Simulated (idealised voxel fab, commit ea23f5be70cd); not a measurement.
process module | voxel wiring stack
cross-section cut | 145 nm wide | cells 5 nm
A cross-section is a grid of square cells, given in bands from the top down. A band is one or more rows of cells.
Each band's line starts with the height of the band's top and of its bottom, in nm. Then come its materials from left to right, each with its width in nm. One material with "throughout" fills the band from edge to edge. "air" is empty space.
Height 0 is the level under which the wafer as received is all one material. The lowest band goes on downwards, as in "0 down".
A width such as "30 to 40" changes by the same amount from each row of cells to the next, from the band's top row to its bottom row.
"no change" after a step means that no cell of the cross-section changed.
closed voids: empty space of 8 cells or more with no open way to the top, each as width x height at its distance from the left edge, in nm
after a step's settings: what the simulator itself notes on the step
overlay nm, on a step with a mask: how far to the right of its planned place the mask lay; to the left if negative
plan
1 op RECEIVE | material Si
2 op CONFORMAL_DEP | material SiO2 | thk nm 10
3 op DIRECTIONAL_DEP | material TiN | thk nm 5
4 op DIRECTIONAL_DEP | material W | thk nm 15
5 op DIRECTIONAL_DEP | material aC | thk nm 15
6 op PATTERN | tone cover | mask id METAL_1 | material resist | width nm 25 | pitch nm 55 | thk nm 30 | overlay nm 0
7 op DIRECTIONAL_ETCH | etch materials aC | depth nm 15
8 op STRIP | etch materials resist
9 op DIRECTIONAL_ETCH | etch materials W | depth nm 15
10 op DIRECTIONAL_ETCH | etch materials TiN | depth nm 5
11 op STRIP | etch materials aC
12 op CONFORMAL_DEP | material SiCN | thk nm 5
13 op FILL_DEP | material SiO2 | thk nm 5
14 op CMP | height nm 30
15 op CONFORMAL_DEP | material SiCN | thk nm 5
16 op DIRECTIONAL_DEP | material SiO2 | thk nm 35
17 op MASKED_ETCH | tone open | mask id METAL_2_HOLES | width nm 15 | etch materials SiO2 | depth nm 35 | overlay nm 0
18 op PATTERN | tone open | mask id METAL_2 | material resist | width nm 25 | pitch nm 55 | thk nm 20 | overlay nm 0
19 op DIRECTIONAL_ETCH | etch materials SiO2 | depth nm 20
20 op DIRECTIONAL_ETCH | etch materials SiCN | depth nm 5
21 op STRIP | etch materials resist
22 op CONFORMAL_DEP | material TiN | thk nm 5
23 op FILL_DEP | material Ru | thk nm 10
24 op CMP | height nm 70
25 op CONFORMAL_DEP | material SiCN | thk nm 5
26 op DIRECTIONAL_DEP | material SiO2 | thk nm 20
27 op DIRECTIONAL_DEP | material aC | thk nm 10
28 op PATTERN | tone open | mask id PLUG_2 | material resist | width nm 15 | thk nm 25 | overlay nm 0
29 op DIRECTIONAL_ETCH | etch materials aC | depth nm 10
30 op STRIP | etch materials resist
31 op DIRECTIONAL_ETCH | etch materials SiO2 | depth nm 20
32 op DIRECTIONAL_ETCH | etch materials SiCN | depth nm 5
33 op STRIP | etch materials aC
34 op EPI | material Ru | thk nm 10
35 op EPI | material Ru | thk nm 10
36 op EPI | material Ru | thk nm 5
37 op DIRECTIONAL_DEP | material TiN | thk nm 5
38 op DIRECTIONAL_DEP | material Ru | thk nm 15
39 op PATTERN | tone cover | mask id METAL_3 | material resist | width nm 25 | pitch nm 55 | thk nm 15 | overlay nm 0
40 op DIRECTIONAL_ETCH | etch materials Ru | depth nm 15
41 op DIRECTIONAL_ETCH | etch materials TiN | depth nm 5
42 op STRIP | etch materials resist
43 op FILL_DEP | material SiO2 | thk nm 10
44 op CMP | height nm 115
45 op CONFORMAL_DEP | material SiN | thk nm 5
as received, after step 1
  0 down: Si throughout
  closed voids: none
first wafer at the end, as planned
  120 to 115: SiN throughout
  115 to 100: SiO2 30 | Ru 25 | SiO2 30 | Ru 25 | SiO2 35
  100 to 95: SiO2 30 | TiN 25 | SiO2 30 | TiN 25 | SiO2 35
  95 to 75: SiO2 30 | Ru 15 | SiO2 100
  75 to 70: SiCN 30 | Ru 15 | SiCN 100
  70 to 55: SiO2 30 | TiN 5 | Ru 15 | TiN 5 | SiO2 30 | TiN 5 | Ru 15 | TiN 5 | SiO2 35
  55 to 50: SiO2 30 | TiN 5 | Ru 5 | TiN 15 | SiO2 30 | TiN 25 | SiO2 35
  50 to 35: SiO2 30 | TiN 5 | Ru 5 | TiN 5 | SiO2 100
  35 to 30: SiCN 30 | TiN 15 | SiCN 100
  30 to 15: SiO2 25 | SiCN 5 | W 25 | SiCN 5 | SiO2 20 | SiCN 5 | W 25 | SiCN 5 | SiO2 30
  15 to 10: SiCN 30 | TiN 25 | SiCN 30 | TiN 25 | SiCN 35
  10 to 0: SiO2 throughout
  0 down: Si throughout
  closed voids: none
second wafer at the end: like start, like plan, one mistake
  120 to 115: SiN throughout
  115 to 100: SiO2 30 | Ru 30 | SiO2 25 | Ru 30 | SiO2 30
  100 to 95: SiO2 30 | TiN 30 | SiO2 25 | TiN 30 | SiO2 30
  95 to 75: SiO2 30 | Ru 15 | SiO2 100
  75 to 70: SiCN 30 | Ru 15 | SiCN 100
  70 to 55: SiO2 30 | TiN 5 | Ru 15 | TiN 5 | SiO2 30 | TiN 5 | Ru 15 | TiN 5 | SiO2 35
  55 to 50: SiO2 30 | TiN 5 | Ru 5 | TiN 15 | SiO2 30 | TiN 25 | SiO2 35
  50 to 35: SiO2 30 | TiN 5 | Ru 5 | TiN 5 | SiO2 100
  35 to 30: SiCN 30 | TiN 15 | SiCN 100
  30 to 15: SiO2 25 | SiCN 5 | W 25 | SiCN 5 | SiO2 20 | SiCN 5 | W 25 | SiCN 5 | SiO2 30
  15 to 10: SiCN 30 | TiN 25 | SiCN 30 | TiN 25 | SiCN 35
  10 to 0: SiO2 throughout
  0 down: Si throughout
  closed voids: none
what went wrong: step 39 ran as: op PATTERN | tone cover | mask id METAL_3 | material resist | width nm 30 | pitch nm 55 | thk nm 15 | overlay nm 0
at the end the second wafer has, in cells: 6 more of Ru | 8 fewer of SiO2 | 2 more of TiN
